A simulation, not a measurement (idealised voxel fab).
Process module in this document: voxel released beams
The figure presents cross-section cut, which has a width of 245 nm and is divided into square cells with an edge length of 5 nm.
Heads up, the way a cross-section reads in here is a grid of square cells, handed over as bands from the top down, with every band being one or more rows of cells. Band entry format. Leading values: height of top, height of bottom, nm. Remainder: materials in left-to-right order, each with its width in nm. Special words: "throughout" on a single material, which then fills the band edge to edge; "air", empty space. Measure heights from 0. That's the level where, below it, the as-received wafer is all one material. The lowest band is bottomless and extends downward; write it as in "0 -> down". The two numbers in a width such as "30->40" mark its ends across the band: the first belongs to the top row of cells, the second to the bottom row, and from each row to the next the width moves by the same amount. Basically "all unchanged" means that step didn't change any cell in the cross-section. In the "Closed cavity list" entry, you get each enclosed empty space of 8 cells or more, one with no open way to the top, written width x height at distance, distance from the left edge, in nm. Whatever follows a step's settings on its line is a remark the simulator itself makes about that step. What "overlay nm" on a step's line means: if the step has a mask, that mask lay this far to the right of its planned place, or, when the value is negative, to the left.

## This section lists the process steps that were planned
1: RECEIVE,material Si
2: CONFORMAL_DEP,material Al2O3,thk nm 5
3: DIRECTIONAL_DEP,material SiO2,thk nm 15
4: MASKED_ETCH,tone open,mask id ANCHOR,width nm 25,etch materials SiO2,depth nm 15,overlay nm 0
5: CONFORMAL_DEP,material polySi,thk nm 10
6: MASKED_ETCH,tone cover,mask id BEAM,width nm 70,etch materials polySi,depth nm 10,overlay nm 0
7: STRIP,etch materials SiO2

## Wafer as received: cross-section following step 1
0 -> down  Si throughout
Closed cavity list: none

## Result of the module, cross-sectioned: start per above, plan per above, one error in how it was run
30 -> 20  85 air / 15 polySi / 5 air / 55 polySi / 85 air
20 -> 15  90 air / 10 polySi / 5 air / 10 polySi / 130 air
15 -> 5  90 air / 25 polySi / 130 air
5 -> 0  Al2O3 throughout
0 -> down  Si throughout
Closed cavity list: none
The mistake made against the process plan was this: step 6 went in with a setting other than planned; the actual run was MASKED_ETCH,tone cover,mask id BEAM,width nm 75,etch materials polySi,depth nm 10,overlay nm 0
